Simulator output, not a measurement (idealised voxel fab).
Proc. module: voxel capacitor over wiring
Xsec cut, 215 nm wide, square cell size 5 nm.
For the purposes of this document, a cross-section shall be understood as a grid of square cells, specified as bands listed in top-to-bottom order, each band consisting of one or more rows of cells. This entry defines a band. It first specifies the height of the band's top and the height of its bottom in nm, and then specifies the band's materials from left to right, stating each material with its width in nm. The word "throughout" identifies a single material that fills the band from edge to edge, while the word "air" identifies empty space. Height 0 is the level under which the wafer as received is all one material. The lowest band goes on downwards, as in "z 0 and below". The width entry "30..40" should be interpreted row by row: the top row of cells in the band takes the first number, the bottom row takes the second number, and the change between adjacent rows is uniform throughout. Step note "left unchanged" = no cross-section cell changed. "Closed internal cavities" contains a list of empty spaces, each no smaller than 8 cells and without an open way to the top, written in the form width x height at distance with the distance from the left edge and all three in nm. Read whatever lies past the settings on a step's line as the simulator's own remark about the step. A step line may carry the setting "overlay nm", which, for steps involving a mask, states the distance by which the mask lay to the right of its intended position; negative values denote displacement to the left.
These are the steps we planned for the process
1 RECEIVE (material Si)
2 CONFORMAL_DEP (material SiO2; thk nm 10)
3 CONFORMAL_DEP (material SiN; thk nm 5)
4 DIRECTIONAL_DEP (material lowk; thk nm 15)
5 MASKED_ETCH (tone open; mask id METAL_1; width nm 30; pitch nm 100; etch materials lowk; depth nm 15; overlay nm 0)
6 MASKED_ETCH (tone open; mask id METAL_1; width nm 30; pitch nm 100; etch materials SiN; depth nm 5; overlay nm 0)
7 CONFORMAL_DEP (material TiN; thk nm 5)
8 FILL_DEP (material Cu; thk nm 10)
9 CMP (height nm 30)
10 CONFORMAL_DEP (material SiCN; thk nm 5)
11 DIRECTIONAL_DEP (material SiO2; thk nm 15)
12 DIRECTIONAL_DEP (material aC; thk nm 15)
13 PATTERN (tone open; mask id PLUG_1; material resist; width nm 15; thk nm 30; overlay nm 0)
14 DIRECTIONAL_ETCH (etch materials aC; depth nm 15)
15 STRIP (etch materials resist)
16 DIRECTIONAL_ETCH (etch materials SiO2; depth nm 15)
17 DIRECTIONAL_ETCH (etch materials SiCN; depth nm 5)
18 STRIP (etch materials aC)
19 CONFORMAL_DEP (material TiN; thk nm 5)
20 FILL_DEP (material Cu; thk nm 5)
21 CMP (height nm 50)
22 DIRECTIONAL_DEP (material TiN; thk nm 10)
23 DIRECTIONAL_DEP (material HfO2; thk nm 5)
24 DIRECTIONAL_DEP (material TiN; thk nm 5)
25 DIRECTIONAL_DEP (material aC; thk nm 10)
26 PATTERN (tone cover; mask id UPPER_PLATE; material resist; width nm 75; thk nm 30; overlay nm 0)
27 DIRECTIONAL_ETCH (etch materials aC; depth nm 10)
28 STRIP (etch materials resist)
29 DIRECTIONAL_ETCH (etch materials TiN; depth nm 5)
30 DIRECTIONAL_ETCH (etch materials HfO2; depth nm 5)
31 STRIP (etch materials aC)
32 DIRECTIONAL_DEP (material aC; thk nm 10)
33 PATTERN (tone cover; mask id LOWER_PLATE; material resist; width nm 85; thk nm 25; overlay nm 0)
34 DIRECTIONAL_ETCH (etch materials aC; depth nm 10)
35 STRIP (etch materials resist)
36 DIRECTIONAL_ETCH (etch materials TiN; depth nm 10)
37 STRIP (etch materials aC)
38 FILL_DEP (material SiO2; thk nm 15)
39 CMP (height nm 80)
40 PATTERN (tone open; mask id PLUG_2; material resist; width nm 15; thk nm 15; overlay nm 0)
41 DIRECTIONAL_ETCH (etch materials SiO2; depth nm 10)
42 STRIP (etch materials resist)
43 CONFORMAL_DEP (material TiN; thk nm 5)
44 FILL_DEP (material W; thk nm 10)
45 CMP (height nm 80)
46 CONFORMAL_DEP (material SiCN; thk nm 5)
Below: the first of two wafers, run as planned
Shown in cross-section is the wafer as received, that is, as it stands after step 1
z 0 and below  Si throughout
Closed internal cavities: none
Cross-section of the wafer after step 2
z 10 to 0  SiO2 throughout
Whatever lies below 0 is exactly as it was before.
Cross-section of the wafer after step 3
z 15 to 10  SiN throughout
Whatever lies below 10 is exactly as it was before.
Cross-section of the wafer after step 4
z 30 to 15  lowk throughout
Whatever lies below 15 is exactly as it was before.
Cross-section of the wafer after step 5
z 30 to 15  40 nm lowk  30 nm air  70 nm lowk  30 nm air  45 nm lowk
Whatever lies below 15 is exactly as it was before.
Cross-section of the wafer after step 6
z 30 to 15  40 nm lowk  30 nm air  70 nm lowk  30 nm air  45 nm lowk
z 15 to 10  40 nm SiN  30 nm air  70 nm SiN  30 nm air  45 nm SiN
Whatever lies below 10 is exactly as it was before.
Cross-section of the wafer after step 7
z 35 to 30  45 nm TiN  20 nm air  80 nm TiN  20 nm air  50 nm TiN
z 30 to 15  40 nm lowk  5 nm TiN  20 nm air  5 nm TiN  70 nm lowk  5 nm TiN  20 nm air  5 nm TiN  45 nm lowk
z 15 to 10  40 nm SiN  30 nm TiN  70 nm SiN  30 nm TiN  45 nm SiN
Whatever lies below 10 is exactly as it was before.
Cross-section of the wafer after step 8
z 45 to 35  Cu throughout
z 35 to 30  45 nm TiN  20 nm Cu  80 nm TiN  20 nm Cu  50 nm TiN
z 30 to 15  40 nm lowk  5 nm TiN  20 nm Cu  5 nm TiN  70 nm lowk  5 nm TiN  20 nm Cu  5 nm TiN  45 nm lowk
Whatever lies below 15 is exactly as it was before.
Cross-section of the wafer after step 9
z 30 to 15  40 nm lowk  5 nm TiN  20 nm Cu  5 nm TiN  70 nm lowk  5 nm TiN  20 nm Cu  5 nm TiN  45 nm lowk
Whatever lies below 15 is exactly as it was before.
Cross-section of the wafer after step 10
z 35 to 30  SiCN throughout
Whatever lies below 30 is exactly as it was before.
Cross-section of the wafer after step 11
z 50 to 35  SiO2 throughout
Whatever lies below 35 is exactly as it was before.
Cross-section of the wafer after step 12
z 65 to 50  aC throughout
Whatever lies below 50 is exactly as it was before.
Cross-section of the wafer after step 13
z 95 to 65  55 nm resist  15 nm air  145 nm resist
Whatever lies below 65 is exactly as it was before.
Cross-section of the wafer after step 14
z 80 to 65  55 nm resist  15 nm air  145 nm resist
z 65 to 50  55 nm aC  15 nm air  145 nm aC
Whatever lies below 50 is exactly as it was before.
Cross-section of the wafer after step 15
z 65 to 50  55 nm aC  15 nm air  145 nm aC
Whatever lies below 50 is exactly as it was before.
Cross-section of the wafer after step 16
z 65 to 50  55 nm aC  15 nm air  145 nm aC
z 50 to 35  55 nm SiO2  15 nm air  145 nm SiO2
Whatever lies below 35 is exactly as it was before.
Cross-section of the wafer after step 17
z 65 to 50  55 nm aC  15 nm air  145 nm aC
z 50 to 35  55 nm SiO2  15 nm air  145 nm SiO2
z 35 to 30  55 nm SiCN  15 nm air  145 nm SiCN
Whatever lies below 30 is exactly as it was before.
Cross-section of the wafer after step 18
z 50 to 35  55 nm SiO2  15 nm air  145 nm SiO2
Whatever lies below 35 is exactly as it was before.
Cross-section of the wafer after step 19
z 55 to 50  60 nm TiN  5 nm air  150 nm TiN
z 50 to 35  55 nm SiO2  5 nm TiN  5 nm air  5 nm TiN  145 nm SiO2
z 35 to 30  55 nm SiCN  15 nm TiN  145 nm SiCN
Whatever lies below 30 is exactly as it was before.
Cross-section of the wafer after step 20
z 60 to 55  Cu throughout
z 55 to 50  60 nm TiN  5 nm Cu  150 nm TiN
z 50 to 35  55 nm SiO2  5 nm TiN  5 nm Cu  5 nm TiN  145 nm SiO2
Whatever lies below 35 is exactly as it was before.
Cross-section of the wafer after step 21
z 50 to 35  55 nm SiO2  5 nm TiN  5 nm Cu  5 nm TiN  145 nm SiO2
Whatever lies below 35 is exactly as it was before.
Cross-section of the wafer after step 22
z 60 to 50  TiN throughout
Whatever lies below 50 is exactly as it was before.
Cross-section of the wafer after step 23
z 65 to 60  HfO2 throughout
Whatever lies below 60 is exactly as it was before.
Cross-section of the wafer after step 24
z 70 to 65  TiN throughout
Whatever lies below 65 is exactly as it was before.
Cross-section of the wafer after step 25
z 80 to 70  aC throughout
Whatever lies below 70 is exactly as it was before.
Cross-section of the wafer after step 26
z 110 to 80  55 nm air  75 nm resist  85 nm air
Whatever lies below 80 is exactly as it was before.
Cross-section of the wafer after step 27
z 100 to 80  55 nm air  75 nm resist  85 nm air
z 80 to 70  55 nm air  75 nm aC  85 nm air
Whatever lies below 70 is exactly as it was before.
Cross-section of the wafer after step 28
z 80 to 70  55 nm air  75 nm aC  85 nm air
Whatever lies below 70 is exactly as it was before.
Cross-section of the wafer after step 29
z 80 to 70  55 nm air  75 nm aC  85 nm air
z 70 to 65  55 nm air  75 nm TiN  85 nm air
Whatever lies below 65 is exactly as it was before.
Cross-section of the wafer after step 30
z 80 to 70  55 nm air  75 nm aC  85 nm air
z 70 to 65  55 nm air  75 nm TiN  85 nm air
z 65 to 60  55 nm air  75 nm HfO2  85 nm air
Whatever lies below 60 is exactly as it was before.
Cross-section of the wafer after step 31
z 70 to 65  55 nm air  75 nm TiN  85 nm air
Whatever lies below 65 is exactly as it was before.
Cross-section of the wafer after step 32
z 80 to 70  55 nm air  75 nm aC  85 nm air
z 70 to 65  55 nm aC  75 nm TiN  85 nm aC
z 65 to 60  55 nm aC  75 nm HfO2  85 nm aC
Whatever lies below 60 is exactly as it was before.
Cross-section of the wafer after step 33
z 105 to 80  50 nm air  85 nm resist  80 nm air
z 80 to 70  50 nm air  5 nm resist  75 nm aC  5 nm resist  80 nm air
Whatever lies below 70 is exactly as it was before.
Cross-section of the wafer after step 34
z 95 to 80  50 nm air  85 nm resist  80 nm air
z 80 to 70  50 nm air  5 nm resist  75 nm aC  5 nm resist  80 nm air
z 70 to 65  50 nm air  5 nm aC  75 nm TiN  5 nm aC  80 nm air
z 65 to 60  50 nm air  5 nm aC  75 nm HfO2  5 nm aC  80 nm air
Whatever lies below 60 is exactly as it was before.
Cross-section of the wafer after step 35
z 80 to 70  55 nm air  75 nm aC  85 nm air
Whatever lies below 70 is exactly as it was before.
Cross-section of the wafer after step 36
z 80 to 70  55 nm air  75 nm aC  85 nm air
z 70 to 65  50 nm air  5 nm aC  75 nm TiN  5 nm aC  80 nm air
z 65 to 60  50 nm air  5 nm aC  75 nm HfO2  5 nm aC  80 nm air
z 60 to 50  50 nm air  85 nm TiN  80 nm air
Whatever lies below 50 is exactly as it was before.
Cross-section of the wafer after step 37
z 70 to 65  55 nm air  75 nm TiN  85 nm air
z 65 to 60  55 nm air  75 nm HfO2  85 nm air
Whatever lies below 60 is exactly as it was before.
Cross-section of the wafer after step 38
z 85 to 70  SiO2 throughout
z 70 to 65  55 nm SiO2  75 nm TiN  85 nm SiO2
z 65 to 60  55 nm SiO2  75 nm HfO2  85 nm SiO2
z 60 to 50  50 nm SiO2  85 nm TiN  80 nm SiO2
Whatever lies below 50 is exactly as it was before.
Cross-section of the wafer after step 39
z 80 to 70  SiO2 throughout
Whatever lies below 70 is exactly as it was before.
Cross-section of the wafer after step 40
z 95 to 80  65 nm resist  15 nm air  135 nm resist
Whatever lies below 80 is exactly as it was before.
Cross-section of the wafer after step 41
z 95 to 80  65 nm resist  15 nm air  135 nm resist
z 80 to 70  65 nm SiO2  15 nm air  135 nm SiO2
Whatever lies below 70 is exactly as it was before.
Cross-section of the wafer after step 42
z 80 to 70  65 nm SiO2  15 nm air  135 nm SiO2
Whatever lies below 70 is exactly as it was before.
Cross-section of the wafer after step 43
z 85 to 80  70 nm TiN  5 nm air  140 nm TiN
z 80 to 75  65 nm SiO2  5 nm TiN  5 nm air  5 nm TiN  135 nm SiO2
z 75 to 65  65..55 nm SiO2  15..75 nm TiN  135..85 nm SiO2
Whatever lies below 65 is exactly as it was before.
Cross-section of the wafer after step 44
z 95 to 85  W throughout
z 85 to 80  70 nm TiN  5 nm W  140 nm TiN
z 80 to 75  65 nm SiO2  5 nm TiN  5 nm W  5 nm TiN  135 nm SiO2
Whatever lies below 75 is exactly as it was before.
Cross-section of the wafer after step 45
z 80 to 75  65 nm SiO2  5 nm TiN  5 nm W  5 nm TiN  135 nm SiO2
Whatever lies below 75 is exactly as it was before.
Cross-section of the wafer after step 46
z 85 to 80  SiCN throughout
Whatever lies below 80 is exactly as it was before.
Now the other wafer: same start, same recipe, but we messed up one thing when running it. Up to and including step 22 it's the same as the first one
Second wafer: cross-section at the scheduled end of step 23: left unchanged
Second wafer: cross-section at the scheduled end of step 24
z 65 to 50  TiN throughout
Whatever lies below 50 is exactly as it was before.
Second wafer: cross-section at the scheduled end of step 25
z 75 to 65  aC throughout
Whatever lies below 65 is exactly as it was before.
Second wafer: cross-section at the scheduled end of step 26
z 105 to 75  55 nm air  75 nm resist  85 nm air
Whatever lies below 75 is exactly as it was before.
Second wafer: cross-section at the scheduled end of step 27
z 95 to 75  55 nm air  75 nm resist  85 nm air
z 75 to 65  55 nm air  75 nm aC  85 nm air
Whatever lies below 65 is exactly as it was before.
Second wafer: cross-section at the scheduled end of step 28
z 75 to 65  55 nm air  75 nm aC  85 nm air
Whatever lies below 65 is exactly as it was before.
Second wafer: cross-section at the scheduled end of step 29
z 75 to 65  55 nm air  75 nm aC  85 nm air
z 65 to 60  55 nm air  75 nm TiN  85 nm air
Whatever lies below 60 is exactly as it was before.
Second wafer: cross-section at the scheduled end of step 30: left unchanged
Second wafer: cross-section at the scheduled end of step 31
z 65 to 60  55 nm air  75 nm TiN  85 nm air
Whatever lies below 60 is exactly as it was before.
Second wafer: cross-section at the scheduled end of step 32
z 75 to 70  55 nm air  75 nm aC  85 nm air
z 70 to 65  aC throughout
z 65 to 60  55 nm aC  75 nm TiN  85 nm aC
Whatever lies below 60 is exactly as it was before.
Second wafer: cross-section at the scheduled end of step 33
z 100 to 75  50 nm air  85 nm resist  80 nm air
z 75 to 70  50 nm air  5 nm resist  75 nm aC  5 nm resist  80 nm air
Whatever lies below 70 is exactly as it was before.
Second wafer: cross-section at the scheduled end of step 34
z 90 to 75  50 nm air  85 nm resist  80 nm air
z 75 to 70  50 nm air  5 nm resist  75 nm aC  5 nm resist  80 nm air
z 70 to 65  50 nm air  85 nm aC  80 nm air
z 65 to 60  50 nm air  5 nm aC  75 nm TiN  5 nm aC  80 nm air
Whatever lies below 60 is exactly as it was before.
Second wafer: cross-section at the scheduled end of step 35
z 75 to 65  55..50 nm air  75..85 nm aC  85..80 nm air
Whatever lies below 65 is exactly as it was before.
Second wafer: cross-section at the scheduled end of step 36
z 75 to 65  55..50 nm air  75..85 nm aC  85..80 nm air
z 65 to 60  50 nm air  5 nm aC  75 nm TiN  5 nm aC  80 nm air
z 60 to 50  50 nm air  85 nm TiN  80 nm air
Whatever lies below 50 is exactly as it was before.
Second wafer: cross-section at the scheduled end of step 37
z 65 to 60  55 nm air  75 nm TiN  85 nm air
Whatever lies below 60 is exactly as it was before.
Second wafer: cross-section at the scheduled end of step 38
z 80 to 65  SiO2 throughout
z 65 to 60  55 nm SiO2  75 nm TiN  85 nm SiO2
z 60 to 50  50 nm SiO2  85 nm TiN  80 nm SiO2
Whatever lies below 50 is exactly as it was before.
Second wafer: cross-section at the scheduled end of step 39: left unchanged
Second wafer: cross-section at the scheduled end of step 40
z 95 to 80  65 nm resist  15 nm air  135 nm resist
Whatever lies below 80 is exactly as it was before.
Second wafer: cross-section at the scheduled end of step 41
z 95 to 80  65 nm resist  15 nm air  135 nm resist
z 80 to 70  65 nm SiO2  15 nm air  135 nm SiO2
Whatever lies below 70 is exactly as it was before.
Second wafer: cross-section at the scheduled end of step 42
z 80 to 70  65 nm SiO2  15 nm air  135 nm SiO2
Whatever lies below 70 is exactly as it was before.
Second wafer: cross-section at the scheduled end of step 43
z 85 to 80  70 nm TiN  5 nm air  140 nm TiN
z 80 to 75  65 nm SiO2  5 nm TiN  5 nm air  5 nm TiN  135 nm SiO2
z 75 to 70  65 nm SiO2  15 nm TiN  135 nm SiO2
Whatever lies below 70 is exactly as it was before.
Second wafer: cross-section at the scheduled end of step 44
z 95 to 85  W throughout
z 85 to 80  70 nm TiN  5 nm W  140 nm TiN
z 80 to 75  65 nm SiO2  5 nm TiN  5 nm W  5 nm TiN  135 nm SiO2
Whatever lies below 75 is exactly as it was before.
Second wafer: cross-section at the scheduled end of step 45
z 80 to 75  65 nm SiO2  5 nm TiN  5 nm W  5 nm TiN  135 nm SiO2
Whatever lies below 75 is exactly as it was before.
Second wafer: cross-section at the scheduled end of step 46
z 85 to 80  SiCN throughout
Whatever lies below 80 is exactly as it was before.
Here's what went sideways: step 23 from the plan never happened, it was just skipped
Final tally in cells, some materials are higher or lower on the second wafer than on the first: HfO2: 15 fewer | SiO2: 15 more
